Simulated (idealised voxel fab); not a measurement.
process module | voxel ribs on slabs
cross-section cut | 270 nm wide | cells 5 nm
A cross-section is a grid of square cells, given in bands from the top down. A band is one or more rows of cells.
Each band's line starts with the height of the band's top and of its bottom, in nm. Then come its materials from left to right, each with its width in nm. One material with "throughout" fills the band from edge to edge. "air" is empty space.
Height 0 is the level under which the wafer as received is all one material. The lowest band goes on downwards, as in "0 down".
A width such as "30 to 40" changes by the same amount from each row of cells to the next, from the band's top row to its bottom row.
"no change" after a step means that no cell of the cross-section changed.
closed voids: empty space of 8 cells or more with no open way to the top, each as width x height at its distance from the left edge, in nm
after a step's settings: what the simulator itself notes on the step
overlay nm, on a step with a mask: how far to the right of its planned place the mask lay; to the left if negative
plan
1 op RECEIVE | material Si
2 op DIRECTIONAL_DEP | material SiO2 | thk nm 30
3 op DIRECTIONAL_DEP | material polySi | thk nm 25
4 op MASKED_ETCH | tone cover | mask id RIB | width nm 20 | etch materials polySi | depth nm 5 | overlay nm 0
5 op MASKED_ETCH | tone cover | mask id SLAB | width nm 80 | etch materials polySi | depth nm 20 | overlay nm 0
6 op FILL_DEP | material SiO2 | thk nm 30
7 op CMP | height nm 75
8 op DIRECTIONAL_DEP | material W | thk nm 10
9 op PATTERN | tone cover | mask id HEATER | material resist | width nm 30 | thk nm 15 | overlay nm 0
10 op DIRECTIONAL_ETCH | etch materials W | depth nm 10
11 op STRIP | etch materials resist
12 op CONFORMAL_DEP | material SiO2 | thk nm 10
as received, after step 1
  0 down: Si throughout
  closed voids: none
first wafer at the end, as planned
  95 to 85: air 110 | SiO2 50 | air 110
  85 to 75: SiO2 120 | W 30 | SiO2 120
  75 to 55: SiO2 throughout
  55 to 50: SiO2 125 | polySi 20 | SiO2 125
  50 to 30: SiO2 95 | polySi 80 | SiO2 95
  30 to 0: SiO2 throughout
  0 down: Si throughout
  closed voids: none
second wafer at the end: like start, like plan, one mistake
  95 to 85: air 110 | SiO2 50 | air 110
  85 to 75: SiO2 120 | W 30 | SiO2 120
  75 to 60: SiO2 95 | polySi 80 | SiO2 95
  60 to 0: SiO2 throughout
  0 down: Si throughout
  closed voids: none
what went wrong: step 2 was run twice
at the end the second wafer has, in cells: 20 more of SiO2 | 20 fewer of polySi
